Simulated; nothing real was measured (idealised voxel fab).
process module | voxel released beams
cross-section cut | 245 nm wide | cells 5 nm
A cross-section is a grid of square cells, given in bands from the top down. A band is one or more rows of cells.
Each band's line starts with the height of the band's top and of its bottom, in nm. Then come its materials from left to right, each with its width in nm. One material with "throughout" fills the band from edge to edge. "air" is empty space.
Height 0 is the level under which the wafer as received is all one material. The lowest band goes on downwards, as in "0 down".
A width such as "30 to 40" changes by the same amount from each row of cells to the next, from the band's top row to its bottom row.
"no change" after a step means that no cell of the cross-section changed.
closed voids: empty space of 8 cells or more with no open way to the top, each as width x height at its distance from the left edge, in nm
after a step's settings: what the simulator itself notes on the step
overlay nm, on a step with a mask: how far to the right of its planned place the mask lay; to the left if negative
plan
1 op RECEIVE | material Si
2 op CONFORMAL_DEP | material Al2O3 | thk nm 5
3 op DIRECTIONAL_DEP | material SiO2 | thk nm 10
4 op PATTERN | tone open | mask id ANCHOR | material resist | width nm 25 | thk nm 20 | overlay nm 0
5 op DIRECTIONAL_ETCH | etch materials SiO2 | depth nm 10
6 op STRIP | etch materials resist
7 op CONFORMAL_DEP | material SiN | thk nm 10
8 op MASKED_ETCH | tone cover | mask id BEAM | width nm 105 | etch materials SiN | depth nm 10 | overlay nm 0
9 op STRIP | etch materials SiO2
as received, after step 1
  0 down: Si throughout
  closed voids: none
first wafer at the end, as planned
  25 to 15: air 65 | SiN 15 | air 5 | SiN 85 | air 75
  15 to 5: air 70 | SiN 25 | air 150
  5 to 0: Al2O3 throughout
  0 down: Si throughout
  closed voids: none
second wafer at the end: like start, like plan, one mistake
  25 to 15: air 60 | SiN 20 | air 5 | SiN 90 | air 70
  15 to 5: air 70 | SiN 25 | air 150
  5 to 0: Al2O3 throughout
  0 down: Si throughout
  closed voids: none
what went wrong: step 8 ran as: op MASKED_ETCH | tone cover | mask id BEAM | width nm 115 | etch materials SiN | depth nm 10 | overlay nm 0
at the end the second wafer has, in cells: 4 more of SiN
